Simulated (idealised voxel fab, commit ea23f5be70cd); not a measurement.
Title: Process Module voxel self aligned contacts
cross-section cut | 200 nm wide | cells 5 nm
Square cells in a grid make up a cross-section in this document, and the grid is given as bands, listed from the top down, each one or more rows of cells.
For a band, the entry starts with two heights in nm, that of the top and then that of the bottom, and carries on with the band's materials in order from left to right, each alongside its width in nm; the word "edge to edge" beside a single material means it fills the band edge to edge, and "air" means empty space.
Measure heights from 0. That's the level where, below it, the as-received wafer is all one material. The lowest band is bottomless and extends downward; write it as in "0 -> down".
Width spec "30 to 40" -> top row of cells at first value, bottom row at second value, equal per-row change in between.
"changes: none" after a step means that no cell of the cross-section changed.
So "Entrapped voids" is basically the list of trapped voids: any empty space of 8 cells or more that can't reach the top through an opening. They're written width x height at distance, the distance being from the left edge, and it's all nm.
Formally, on a step line, whatever follows the settings is a remark that the simulator itself makes on the step.
overlay nm: how far to the right of its planned place the mask lay on this masked step (negative: to the left).
Steps planned for the process:
1. RECEIVE | material Si
2. OXIDIZE | depth nm 5
3. DIRECTIONAL_DEP | material polySi | thk nm 30
4. DIRECTIONAL_DEP | material SiN | thk nm 25
5. MASKED_ETCH | tone cover | mask id GATE | width nm 25 | pitch nm 60 | etch materials SiN | depth nm 25 | overlay nm 0
6. MASKED_ETCH | tone cover | mask id GATE | width nm 25 | pitch nm 60 | etch materials polySi | depth nm 30 | overlay nm 0
7. CONFORMAL_DEP | material SiN | thk nm 5
8. DIRECTIONAL_ETCH | etch materials SiN | depth nm 10
9. FILL_DEP | material SiO2 | thk nm 15
10. CMP | height nm 65
11. MASKED_ETCH | tone open | mask id CONTACT | width nm 45 | pitch nm 60 | etch materials SiO2 | depth nm 70 | overlay nm 0
12. CONFORMAL_DEP | material TiN | thk nm 5
13. FILL_DEP | material W | thk nm 10
14. CMP | height nm 65
15. CONFORMAL_DEP | material SiCN | thk nm 5
Variable across wafers: step 7 thk nm (plan value is that of the first wafer; starting state common to all).
Step 1 complete: as-received cross-section of the first of several wafers:
0 -> down  Si edge to edge
Entrapped voids: none
Basically each wafer gets a line in the table, showing it at the end of the module: material by material, the cells it gained (+) or lost (-) since we got it, then its closed voids:
thk nm 5, -40 Si, +40 SiCN, +120 SiN, +186 SiO2, +70 TiN, +94 W, +90 polySi, Entrapped voids: none
thk nm 10, -40 Si, +40 SiCN, +207 SiN, +155 SiO2, +70 TiN, +38 W, +90 polySi, Entrapped voids: none
thk nm 15, -40 Si, +40 SiCN, +313 SiN, +117 SiO2, +40 TiN, +90 polySi, Entrapped voids: none
thk nm 20, -40 Si, +40 SiCN, +397 SiN, +73 SiO2, +90 polySi, Entrapped voids: none
thk nm 25, -40 Si, +40 SiCN, +420 SiN, +50 SiO2, +90 polySi, Entrapped voids: none
